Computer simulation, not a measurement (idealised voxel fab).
process module | voxel transistor to metal
cross-section cut | 175 nm wide | cells 5 nm
A cross-section is a grid of square cells, given in bands from the top down. A band is one or more rows of cells.
Each band's line starts with the height of the band's top and of its bottom, in nm. Then come its materials from left to right, each with its width in nm. One material with "throughout" fills the band from edge to edge. "air" is empty space.
Height 0 is the level under which the wafer as received is all one material. The lowest band goes on downwards, as in "0 down".
A width such as "30 to 40" changes by the same amount from each row of cells to the next, from the band's top row to its bottom row.
"no change" after a step means that no cell of the cross-section changed.
closed voids: empty space of 8 cells or more with no open way to the top, each as width x height at its distance from the left edge, in nm
after a step's settings: what the simulator itself notes on the step
overlay nm, on a step with a mask: how far to the right of its planned place the mask lay; to the left if negative
plan
1 op RECEIVE | material Si
2 op CONFORMAL_DEP | material SiO2 | thk nm 5
3 op CONFORMAL_DEP | material SiN | thk nm 10
4 op PATTERN | tone cover | mask id ACTIVE | material resist | width nm 115 | thk nm 15 | overlay nm 0
5 op DIRECTIONAL_ETCH | etch materials SiN | depth nm 10
6 op DIRECTIONAL_ETCH | etch materials SiO2 | depth nm 5
7 op DIRECTIONAL_ETCH | etch materials Si | depth nm 30
8 op STRIP | etch materials resist
9 op FILL_DEP | material SiO2 | thk nm 10
10 op CMP | height nm 15
11 op SELECTIVE_ETCH | etch materials SiO2 | depth nm 5
12 op STRIP | etch materials SiN
13 op SELECTIVE_ETCH | etch materials SiO2 | depth nm 5
14 op OXIDIZE | depth nm 5
15 op DIRECTIONAL_DEP | material polySi | thk nm 25
16 op DIRECTIONAL_DEP | material SiCN | thk nm 10
17 op DIRECTIONAL_DEP | material aC | thk nm 15
18 op PATTERN | tone cover | mask id GATE | material resist | width nm 25 | thk nm 30 | overlay nm 0
19 op DIRECTIONAL_ETCH | etch materials aC | depth nm 15
20 op STRIP | etch materials resist
21 op DIRECTIONAL_ETCH | etch materials SiCN | depth nm 20
22 op DIRECTIONAL_ETCH | etch materials polySi | depth nm 35
23 op STRIP | etch materials aC
24 op CONFORMAL_DEP | material SiO2 | thk nm 5
25 op DIRECTIONAL_ETCH | etch materials SiO2 | depth nm 5
26 op CONFORMAL_DEP | material SiN | thk nm 10
27 op DIRECTIONAL_ETCH | etch materials SiN | depth nm 10
28 op DIRECTIONAL_ETCH | etch materials SiO2 | depth nm 5
29 op EPI | material SiGe | thk nm 5
30 op FILL_DEP | material SiO2 | thk nm 5
31 op CMP | height nm 25
32 op STRIP | etch materials polySi
33 op SELECTIVE_ETCH | etch materials SiO2 | depth nm 5
34 op CONFORMAL_DEP | material HfO2 | thk nm 5
35 op CONFORMAL_DEP | material TiN | thk nm 5
36 op FILL_DEP | material W | thk nm 5
37 op CMP | height nm 20
38 op DIRECTIONAL_DEP | material SiO2 | thk nm 15
39 op DIRECTIONAL_DEP | material aC | thk nm 10
40 op PATTERN | tone open | mask id CONTACT | material resist | width nm 15 | pitch nm 80 | thk nm 25 | overlay nm 0
41 op DIRECTIONAL_ETCH | etch materials aC | depth nm 10
42 op STRIP | etch materials resist
43 op DIRECTIONAL_ETCH | etch materials SiO2 | depth nm 35
44 op STRIP | etch materials aC
45 op CONFORMAL_DEP | material TiN | thk nm 5
46 op FILL_DEP | material Ru | thk nm 5
47 op CMP | height nm 35
48 op CONFORMAL_DEP | material SiN | thk nm 5
49 op DIRECTIONAL_DEP | material SiO2 | thk nm 15
50 op MASKED_ETCH | tone open | mask id METAL_1 | width nm 15 | pitch nm 80 | etch materials SiO2 | depth nm 15 | overlay nm 0
51 op MASKED_ETCH | tone open | mask id METAL_1 | width nm 15 | pitch nm 80 | etch materials SiN | depth nm 5 | overlay nm 0
52 op CONFORMAL_DEP | material TiN | thk nm 5
53 op FILL_DEP | material Cu | thk nm 10
54 op CMP | height nm 55
55 op EPI | material Ru | thk nm 5
56 op FILL_DEP | material SiCN | thk nm 5
57 op DIRECTIONAL_DEP | material SiO2 | thk nm 30
58 op MASKED_ETCH | tone open | mask id METAL_2 | width nm 15 | pitch nm 80 | etch materials SiO2 | depth nm 20 | overlay nm 0
59 op PATTERN | tone open | mask id METAL_2_HOLES | material resist | width nm 15 | pitch nm 80 | thk nm 20 | overlay nm 0
60 op DIRECTIONAL_ETCH | etch materials SiO2 | depth nm 10
61 op DIRECTIONAL_ETCH | etch materials SiCN | depth nm 5
62 op STRIP | etch materials resist
63 op CONFORMAL_DEP | material TiN | thk nm 5
64 op FILL_DEP | material Cu | thk nm 10
65 op CMP | height nm 95
66 op CONFORMAL_DEP | material SiCN | thk nm 5
first wafer, as planned
as received, after step 1
  0 down: Si throughout
  closed voids: none
after step 2
  5 to 0: SiO2 throughout
  below 0: unchanged
after step 3
  15 to 5: SiN throughout
  below 5: unchanged
after step 4
  30 to 15: air 30 | resist 115 | air 30
  below 15: unchanged
after step 5
  30 to 15: air 30 | resist 115 | air 30
  15 to 5: air 30 | SiN 115 | air 30
  below 5: unchanged
after step 6
  30 to 15: air 30 | resist 115 | air 30
  15 to 5: air 30 | SiN 115 | air 30
  5 to 0: air 30 | SiO2 115 | air 30
  below 0: unchanged
after step 7
  30 to 15: air 30 | resist 115 | air 30
  15 to 5: air 30 | SiN 115 | air 30
  5 to 0: air 30 | SiO2 115 | air 30
  0 to -30: air 30 | Si 115 | air 30
  below -30: unchanged
after step 8
  15 to 5: air 30 | SiN 115 | air 30
  below 5: unchanged
after step 9
  25 to 15: SiO2 throughout
  15 to 5: SiO2 30 | SiN 115 | SiO2 30
  5 to 0: SiO2 throughout
  0 to -30: SiO2 30 | Si 115 | SiO2 30
  below -30: unchanged
after step 10
  15 to 5: SiO2 30 | SiN 115 | SiO2 30
  below 5: unchanged
after step 11
  15 to 10: air 30 | SiN 115 | air 30
  below 10: unchanged
after step 12
  10 to 5: SiO2 30 | air 115 | SiO2 30
  below 5: unchanged
after step 13
  5 to 0: SiO2 25 | air 125 | SiO2 25
  below 0: unchanged
after step 14
  5 to 0: SiO2 25 | air 125 | SiO2 25
  0 to -5: SiO2 throughout
  below -5: unchanged
after step 15
  30 to 25: polySi 25 | air 125 | polySi 25
  25 to 5: polySi throughout
  5 to 0: SiO2 25 | polySi 125 | SiO2 25
  below 0: unchanged
after step 16
  40 to 35: SiCN 25 | air 125 | SiCN 25
  35 to 30: SiCN throughout
  30 to 25: polySi 25 | SiCN 125 | polySi 25
  below 25: unchanged
after step 17
  55 to 50: aC 25 | air 125 | aC 25
  50 to 40: aC throughout
  40 to 35: SiCN 25 | aC 125 | SiCN 25
  below 35: unchanged
after step 18
  85 to 55: air 75 | resist 25 | air 75
  55 to 50: aC 25 | air 50 | resist 25 | air 50 | aC 25
  below 50: unchanged
after step 19
  70 to 50: air 75 | resist 25 | air 75
  50 to 40: air 75 | aC 25 | air 75
  40 to 35: SiCN 25 | air 50 | aC 25 | air 50 | SiCN 25
  below 35: unchanged
after step 20
  50 to 40: air 75 | aC 25 | air 75
  below 40: unchanged
after step 21
  50 to 35: air 75 | aC 25 | air 75
  35 to 30: air 75 | SiCN 25 | air 75
  30 to 25: polySi 25 | air 50 | SiCN 25 | air 50 | polySi 25
  below 25: unchanged
after step 22
  50 to 35: air 75 | aC 25 | air 75
  35 to 25: air 75 | SiCN 25 | air 75
  25 to 5: air 75 | polySi 25 | air 75
  5 to 0: SiO2 25 | air 50 | polySi 25 | air 50 | SiO2 25
  below 0: unchanged
after step 23
  35 to 25: air 75 | SiCN 25 | air 75
  below 25: unchanged
after step 24
  40 to 35: air 70 | SiO2 35 | air 70
  35 to 25: air 70 | SiO2 5 | SiCN 25 | SiO2 5 | air 70
  25 to 10: air 70 | SiO2 5 | polySi 25 | SiO2 5 | air 70
  10 to 5: SiO2 30 | air 40 | SiO2 5 | polySi 25 | SiO2 5 | air 40 | SiO2 30
  5 to 0: SiO2 75 | polySi 25 | SiO2 75
  below 0: unchanged
after step 25
  35 to 25: air 70 | SiO2 5 | SiCN 25 | SiO2 5 | air 70
  25 to 5: air 70 | SiO2 5 | polySi 25 | SiO2 5 | air 70
  5 to 0: SiO2 30 | air 40 | SiO2 5 | polySi 25 | SiO2 5 | air 40 | SiO2 30
  below 0: unchanged
after step 26
  45 to 35: air 60 | SiN 55 | air 60
  35 to 25: air 60 | SiN 10 | SiO2 5 | SiCN 25 | SiO2 5 | SiN 10 | air 60
  25 to 15: air 60 | SiN 10 | SiO2 5 | polySi 25 | SiO2 5 | SiN 10 | air 60
  15 to 10: SiN 40 | air 20 | SiN 10 | SiO2 5 | polySi 25 | SiO2 5 | SiN 10 | air 20 | SiN 40
  10 to 5: SiN 70 | SiO2 5 | polySi 25 | SiO2 5 | SiN 70
  5 to 0: SiO2 30 | SiN 40 | SiO2 5 | polySi 25 | SiO2 5 | SiN 40 | SiO2 30
  below 0: unchanged
after step 27
  35 to 25: air 60 | SiN 10 | SiO2 5 | SiCN 25 | SiO2 5 | SiN 10 | air 60
  25 to 5: air 60 | SiN 10 | SiO2 5 | polySi 25 | SiO2 5 | SiN 10 | air 60
  5 to 0: SiO2 30 | SiN 10 | air 20 | SiN 10 | SiO2 5 | polySi 25 | SiO2 5 | SiN 10 | air 20 | SiN 10 | SiO2 30
  below 0: unchanged
after step 28
  35 to 30: air 60 | SiN 10 | air 5 | SiCN 25 | air 5 | SiN 10 | air 60
  30 to 25: air 60 | SiN 10 | SiO2 5 | SiCN 25 | SiO2 5 | SiN 10 | air 60
  25 to 5: air 60 | SiN 10 | SiO2 5 | polySi 25 | SiO2 5 | SiN 10 | air 60
  5 to 0: air 30 | SiN 10 | air 20 | SiN 10 | SiO2 5 | polySi 25 | SiO2 5 | SiN 10 | air 20 | SiN 10 | air 30
  0 to -5: SiO2 40 | air 20 | SiO2 55 | air 20 | SiO2 40
  below -5: unchanged
after step 29
  35 to 30: air 60 | SiN 10 | air 5 | SiCN 25 | air 5 | SiN 10 | air 60
  30 to 25: air 60 | SiN 10 | SiO2 5 | SiCN 25 | SiO2 5 | SiN 10 | air 60
  25 to 5: air 60 | SiN 10 | SiO2 5 | polySi 25 | SiO2 5 | SiN 10 | air 60
  5 to 0: air 30 | SiN 10 | air 20 | SiN 10 | SiO2 5 | polySi 25 | SiO2 5 | SiN 10 | air 20 | SiN 10 | air 30
  0 to -5: SiO2 40 | SiGe 20 | SiO2 55 | SiGe 20 | SiO2 40
  below -5: unchanged
after step 30
  40 to 35: SiO2 throughout
  35 to 25: SiO2 60 | SiN 10 | SiO2 5 | SiCN 25 | SiO2 5 | SiN 10 | SiO2 60
  25 to 5: SiO2 60 | SiN 10 | SiO2 5 | polySi 25 | SiO2 5 | SiN 10 | SiO2 60
  5 to 0: SiO2 30 | SiN 10 | SiO2 20 | SiN 10 | SiO2 5 | polySi 25 | SiO2 5 | SiN 10 | SiO2 20 | SiN 10 | SiO2 30
  below 0: unchanged
after step 31
  25 to 5: SiO2 60 | SiN 10 | SiO2 5 | polySi 25 | SiO2 5 | SiN 10 | SiO2 60
  below 5: unchanged
after step 32
  25 to 5: SiO2 60 | SiN 10 | SiO2 5 | air 25 | SiO2 5 | SiN 10 | SiO2 60
  5 to 0: SiO2 30 | SiN 10 | SiO2 20 | SiN 10 | SiO2 5 | air 25 | SiO2 5 | SiN 10 | SiO2 20 | SiN 10 | SiO2 30
  below 0: unchanged
after step 33
  25 to 20: air 60 | SiN 10 | air 35 | SiN 10 | air 60
  20 to 5: SiO2 60 | SiN 10 | air 35 | SiN 10 | SiO2 60
  5 to 0: SiO2 30 | SiN 10 | SiO2 20 | SiN 10 | air 35 | SiN 10 | SiO2 20 | SiN 10 | SiO2 30
  0 to -5: SiO2 40 | SiGe 20 | SiO2 10 | air 35 | SiO2 10 | SiGe 20 | SiO2 40
  below -5: unchanged
after step 34
  30 to 25: air 55 | HfO2 20 | air 25 | HfO2 20 | air 55
  25 to 20: HfO2 60 | SiN 10 | HfO2 5 | air 25 | HfO2 5 | SiN 10 | HfO2 60
  20 to 5: SiO2 60 | SiN 10 | HfO2 5 | air 25 | HfO2 5 | SiN 10 | SiO2 60
  5 to 0: SiO2 30 | SiN 10 | SiO2 20 | SiN 10 | HfO2 5 | air 25 | HfO2 5 | SiN 10 | SiO2 20 | SiN 10 | SiO2 30
  0 to -5: SiO2 40 | SiGe 20 | SiO2 10 | HfO2 35 | SiO2 10 | SiGe 20 | SiO2 40
  below -5: unchanged
after step 35
  35 to 30: air 50 | TiN 30 | air 15 | TiN 30 | air 50
  30 to 25: TiN 55 | HfO2 20 | TiN 5 | air 15 | TiN 5 | HfO2 20 | TiN 55
  25 to 20: HfO2 60 | SiN 10 | HfO2 5 | TiN 5 | air 15 | TiN 5 | HfO2 5 | SiN 10 | HfO2 60
  20 to 5: SiO2 60 | SiN 10 | HfO2 5 | TiN 5 | air 15 | TiN 5 | HfO2 5 | SiN 10 | SiO2 60
  5 to 0: SiO2 30 | SiN 10 | SiO2 20 | SiN 10 | HfO2 5 | TiN 25 | HfO2 5 | SiN 10 | SiO2 20 | SiN 10 | SiO2 30
  below 0: unchanged
after step 36
  40 to 35: W throughout
  35 to 30: W 50 | TiN 30 | W 15 | TiN 30 | W 50
  30 to 25: TiN 55 | HfO2 20 | TiN 5 | W 15 | TiN 5 | HfO2 20 | TiN 55
  25 to 20: HfO2 60 | SiN 10 | HfO2 5 | TiN 5 | W 15 | TiN 5 | HfO2 5 | SiN 10 | HfO2 60
  20 to 5: SiO2 60 | SiN 10 | HfO2 5 | TiN 5 | W 15 | TiN 5 | HfO2 5 | SiN 10 | SiO2 60
  below 5: unchanged
after step 37
  20 to 5: SiO2 60 | SiN 10 | HfO2 5 | TiN 5 | W 15 | TiN 5 | HfO2 5 | SiN 10 | SiO2 60
  below 5: unchanged
after step 38
  35 to 20: SiO2 throughout
  below 20: unchanged
after step 39
  45 to 35: aC throughout
  below 35: unchanged
after step 40
  70 to 45: resist 40 | air 15 | resist 65 | air 15 | resist 40
  below 45: unchanged
after step 41
  60 to 45: resist 40 | air 15 | resist 65 | air 15 | resist 40
  45 to 35: aC 40 | air 15 | aC 65 | air 15 | aC 40
  below 35: unchanged
after step 42
  45 to 35: aC 40 | air 15 | aC 65 | air 15 | aC 40
  below 35: unchanged
after step 43
  45 to 35: aC 40 | air 15 | aC 65 | air 15 | aC 40
  35 to 20: SiO2 40 | air 15 | SiO2 65 | air 15 | SiO2 40
  20 to 5: SiO2 40 | air 15 | SiO2 5 | SiN 10 | HfO2 5 | TiN 5 | W 15 | TiN 5 | HfO2 5 | SiN 10 | SiO2 5 | air 15 | SiO2 40
  5 to 0: SiO2 30 | SiN 10 | air 15 | SiO2 5 | SiN 10 | HfO2 5 | TiN 25 | HfO2 5 | SiN 10 | SiO2 5 | air 15 | SiN 10 | SiO2 30
  below 0: unchanged
after step 44
  35 to 20: SiO2 40 | air 15 | SiO2 65 | air 15 | SiO2 40
  below 20: unchanged
after step 45
  40 to 35: TiN 45 | air 5 | TiN 75 | air 5 | TiN 45
  35 to 20: SiO2 40 | TiN 5 | air 5 | TiN 5 | SiO2 65 | TiN 5 | air 5 | TiN 5 | SiO2 40
  20 to 5: SiO2 40 | TiN 5 | air 5 | TiN 5 | SiO2 5 | SiN 10 | HfO2 5 | TiN 5 | W 15 | TiN 5 | HfO2 5 | SiN 10 | SiO2 5 | TiN 5 | air 5 | TiN 5 | SiO2 40
  5 to 0: SiO2 30 | SiN 10 | TiN 15 | SiO2 5 | SiN 10 | HfO2 5 | TiN 25 | HfO2 5 | SiN 10 | SiO2 5 | TiN 15 | SiN 10 | SiO2 30
  below 0: unchanged
after step 46
  45 to 40: Ru throughout
  40 to 35: TiN 45 | Ru 5 | TiN 75 | Ru 5 | TiN 45
  35 to 20: SiO2 40 | TiN 5 | Ru 5 | TiN 5 | SiO2 65 | TiN 5 | Ru 5 | TiN 5 | SiO2 40
  20 to 5: SiO2 40 | TiN 5 | Ru 5 | TiN 5 | SiO2 5 | SiN 10 | HfO2 5 | TiN 5 | W 15 | TiN 5 | HfO2 5 | SiN 10 | SiO2 5 | TiN 5 | Ru 5 | TiN 5 | SiO2 40
  below 5: unchanged
after step 47
  35 to 20: SiO2 40 | TiN 5 | Ru 5 | TiN 5 | SiO2 65 | TiN 5 | Ru 5 | TiN 5 | SiO2 40
  below 20: unchanged
after step 48
  40 to 35: SiN throughout
  below 35: unchanged
after step 49
  55 to 40: SiO2 throughout
  below 40: unchanged
after step 50
  55 to 40: SiO2 40 | air 15 | SiO2 65 | air 15 | SiO2 40
  below 40: unchanged
after step 51
  55 to 40: SiO2 40 | air 15 | SiO2 65 | air 15 | SiO2 40
  40 to 35: SiN 40 | air 15 | SiN 65 | air 15 | SiN 40
  below 35: unchanged
after step 52
  60 to 55: TiN 45 | air 5 | TiN 75 | air 5 | TiN 45
  55 to 40: SiO2 40 | TiN 5 | air 5 | TiN 5 | SiO2 65 | TiN 5 | air 5 | TiN 5 | SiO2 40
  40 to 35: SiN 40 | TiN 15 | SiN 65 | TiN 15 | SiN 40
  below 35: unchanged
after step 53
  70 to 60: Cu throughout
  60 to 55: TiN 45 | Cu 5 | TiN 75 | Cu 5 | TiN 45
  55 to 40: SiO2 40 | TiN 5 | Cu 5 | TiN 5 | SiO2 65 | TiN 5 | Cu 5 | TiN 5 | SiO2 40
  below 40: unchanged
after step 54
  55 to 40: SiO2 40 | TiN 5 | Cu 5 | TiN 5 | SiO2 65 | TiN 5 | Cu 5 | TiN 5 | SiO2 40
  below 40: unchanged
after step 55
  60 to 55: air 35 | Ru 25 | air 55 | Ru 25 | air 35
  below 55: unchanged
after step 56
  65 to 60: SiCN throughout
  60 to 55: SiCN 35 | Ru 25 | SiCN 55 | Ru 25 | SiCN 35
  below 55: unchanged
after step 57
  95 to 65: SiO2 throughout
  below 65: unchanged
after step 58
  95 to 75: SiO2 40 | air 15 | SiO2 65 | air 15 | SiO2 40
  below 75: unchanged
after step 59
  115 to 95: resist 40 | air 15 | resist 65 | air 15 | resist 40
  below 95: unchanged
after step 60
  115 to 95: resist 40 | air 15 | resist 65 | air 15 | resist 40
  95 to 65: SiO2 40 | air 15 | SiO2 65 | air 15 | SiO2 40
  below 65: unchanged
after step 61
  115 to 95: resist 40 | air 15 | resist 65 | air 15 | resist 40
  95 to 65: SiO2 40 | air 15 | SiO2 65 | air 15 | SiO2 40
  65 to 60: SiCN 40 | air 15 | SiCN 65 | air 15 | SiCN 40
  below 60: unchanged
after step 62
  95 to 65: SiO2 40 | air 15 | SiO2 65 | air 15 | SiO2 40
  below 65: unchanged
after step 63
  100 to 95: TiN 45 | air 5 | TiN 75 | air 5 | TiN 45
  95 to 65: SiO2 40 | TiN 5 | air 5 | TiN 5 | SiO2 65 | TiN 5 | air 5 | TiN 5 | SiO2 40
  65 to 60: SiCN 40 | TiN 15 | SiCN 65 | TiN 15 | SiCN 40
  below 60: unchanged
after step 64
  110 to 100: Cu throughout
  100 to 95: TiN 45 | Cu 5 | TiN 75 | Cu 5 | TiN 45
  95 to 65: SiO2 40 | TiN 5 | Cu 5 | TiN 5 | SiO2 65 | TiN 5 | Cu 5 | TiN 5 | SiO2 40
  below 65: unchanged
after step 65
  95 to 65: SiO2 40 | TiN 5 | Cu 5 | TiN 5 | SiO2 65 | TiN 5 | Cu 5 | TiN 5 | SiO2 40
  below 65: unchanged
after step 66
  100 to 95: SiCN throughout
  below 95: unchanged
second wafer: like start, like plan, one mistake. Through step 56 it matches the first wafer
when step 57 should have ended
  125 to 65: SiO2 throughout
  below 65: unchanged
when step 58 should have ended
  125 to 105: SiO2 40 | air 15 | SiO2 65 | air 15 | SiO2 40
  below 105: unchanged
when step 59 should have ended
  145 to 125: resist 40 | air 15 | resist 65 | air 15 | resist 40
  below 125: unchanged
when step 60 should have ended
  145 to 125: resist 40 | air 15 | resist 65 | air 15 | resist 40
  125 to 95: SiO2 40 | air 15 | SiO2 65 | air 15 | SiO2 40
  below 95: unchanged
when step 61 should have ended: no change
when step 62 should have ended
  125 to 95: SiO2 40 | air 15 | SiO2 65 | air 15 | SiO2 40
  below 95: unchanged
when step 63 should have ended
  130 to 125: TiN 45 | air 5 | TiN 75 | air 5 | TiN 45
  125 to 100: SiO2 40 | TiN 5 | air 5 | TiN 5 | SiO2 65 | TiN 5 | air 5 | TiN 5 | SiO2 40
  100 to 95: SiO2 40 | TiN 15 | SiO2 65 | TiN 15 | SiO2 40
  below 95: unchanged
when step 64 should have ended
  140 to 130: Cu throughout
  130 to 125: TiN 45 | Cu 5 | TiN 75 | Cu 5 | TiN 45
  125 to 100: SiO2 40 | TiN 5 | Cu 5 | TiN 5 | SiO2 65 | TiN 5 | Cu 5 | TiN 5 | SiO2 40
  below 100: unchanged
when step 65 should have ended
  95 to 65: SiO2 throughout
  below 65: unchanged
when step 66 should have ended
  100 to 95: SiCN throughout
  below 95: unchanged
what went wrong: step 57 was run twice
at the end the second wafer has, in cells: 12 fewer of Cu | 6 more of SiCN | 36 more of SiO2 | 30 fewer of TiN
